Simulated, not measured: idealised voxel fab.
Herein follows the process module entitled voxel capacitor over wiring.
cross-section cut | 145 nm wide | cells 5 nm
If you're reading a cross-section in this doc, picture square cells in a grid; it comes to you as bands, top ones listed first down to the bottom, and a band can be one or more rows of cells. The band entry comprises the height of the band's top followed by the height of its bottom, expressed in nm, and subsequently the band's materials from left to right, each stated together with its width in nm. Where a single material is marked with the word "edge to edge", that material fills the band from edge to edge. The word "blank" represents empty space. The level at which height equals 0 is the one under which the wafer, as it arrives, is entirely one material. No lower edge exists for the bottom band, which continues downward and is notated as in "from 0 down". Note: "30..40" means the width goes from the first number (top row of the band) to the second number (bottom row) in equal steps per row of cells. Any step labelled "no modifications" changed none of the cells in the cross-section. "Voids, fully enclosed": empty spaces of 8 cells or more with no open way to the top, each given as width x height at distance, distance from the left edge, all in nm. after a step's settings: what the simulator itself notes on the step. The optional step-line setting "overlay nm" applies to steps with a mask and quantifies how far to the right of its planned location the mask lay, a negative value indicating leftward placement.

-- Below is the list of planned process steps
1,RECEIVE | material Si
2,CONFORMAL_DEP | material SiO2 | thk nm 15
3,DIRECTIONAL_DEP | material TiN | thk nm 5
4,DIRECTIONAL_DEP | material Ru | thk nm 15
5,PATTERN | tone cover | mask id METAL_1 | material resist | width nm 25 | pitch nm 75 | thk nm 20 | overlay nm 0
6,DIRECTIONAL_ETCH | etch materials Ru | depth nm 15
7,DIRECTIONAL_ETCH | etch materials TiN | depth nm 5
8,STRIP | etch materials resist
9,FILL_DEP | material SiO2 | thk nm 10
10,CMP | height nm 35
11,CONFORMAL_DEP | material SiCN | thk nm 5
12,DIRECTIONAL_DEP | material SiO2 | thk nm 10
13,DIRECTIONAL_DEP | material aC | thk nm 15
14,PATTERN | tone open | mask id PLUG_1 | material resist | width nm 15 | thk nm 30 | overlay nm 0
15,DIRECTIONAL_ETCH | etch materials aC | depth nm 15
16,STRIP | etch materials resist
17,DIRECTIONAL_ETCH | etch materials SiO2 | depth nm 10
18,DIRECTIONAL_ETCH | etch materials SiCN | depth nm 5
19,STRIP | etch materials aC
20,CONFORMAL_DEP | material TiN | thk nm 5
21,FILL_DEP | material W | thk nm 5
22,CMP | height nm 50
23,DIRECTIONAL_DEP | material TiN | thk nm 5
24,DIRECTIONAL_DEP | material Al2O3 | thk nm 5
25,DIRECTIONAL_DEP | material TiN | thk nm 10
26,DIRECTIONAL_DEP | material aC | thk nm 10
27,PATTERN | tone cover | mask id UPPER_PLATE | material resist | width nm 55 | thk nm 25 | overlay nm 0
28,DIRECTIONAL_ETCH | etch materials aC | depth nm 10
29,STRIP | etch materials resist
30,DIRECTIONAL_ETCH | etch materials TiN | depth nm 10
31,DIRECTIONAL_ETCH | etch materials Al2O3 | depth nm 5
32,STRIP | etch materials aC
33,PATTERN | tone cover | mask id LOWER_PLATE | material resist | width nm 65 | thk nm 15 | overlay nm 0
34,DIRECTIONAL_ETCH | etch materials TiN | depth nm 5
35,STRIP | etch materials resist
36,FILL_DEP | material SiO2 | thk nm 20
37,CMP | height nm 85
38,PATTERN | tone open | mask id PLUG_2 | material resist | width nm 15 | thk nm 20 | overlay nm 0
39,DIRECTIONAL_ETCH | etch materials SiO2 | depth nm 15
40,STRIP | etch materials resist
41,CONFORMAL_DEP | material TiN | thk nm 5
42,FILL_DEP | material Ru | thk nm 5
43,CMP | height nm 85
44,CONFORMAL_DEP | material SiN | thk nm 5

-- Cross-section of the wafer as it came to us, i.e., already through step 1
- from 0 down  Si edge to edge
- Voids, fully enclosed: none

-- Module complete, cross-section. Starting point and plan per above. One mistake made in running the module
- from 90 to 85  SiN edge to edge
- from 85 to 75  SiO2 40 nm  TiN 5 nm  Ru 5 nm  TiN 5 nm  SiO2 90 nm
- from 75 to 70  SiO2 40 nm  TiN 15 nm  SiO2 90 nm
- from 70 to 60  SiO2 35 nm  TiN 45 nm  SiO2 65 nm
- from 60 to 55  SiO2 35 nm  Al2O3 45 nm  SiO2 65 nm
- from 55 to 50  SiO2 25 nm  TiN 65 nm  SiO2 55 nm
- from 50 to 40  SiO2 30 nm  TiN 5 nm  W 5 nm  TiN 5 nm  SiO2 100 nm
- from 40 to 35  SiCN 30 nm  TiN 15 nm  SiCN 100 nm
- from 35 to 20  SiO2 20 nm  Ru 25 nm  SiO2 50 nm  Ru 25 nm  SiO2 25 nm
- from 20 to 15  SiO2 20 nm  TiN 25 nm  SiO2 50 nm  TiN 25 nm  SiO2 25 nm
- from 15 to 0  SiO2 edge to edge
- from 0 down  Si edge to edge
- Voids, fully enclosed: none
Where did the run depart from the plan? step 27 ran with different settings than intended, the actual operation and settings being PATTERN | tone cover | mask id UPPER_PLATE | material resist | width nm 45 | thk nm 25 | overlay nm 0
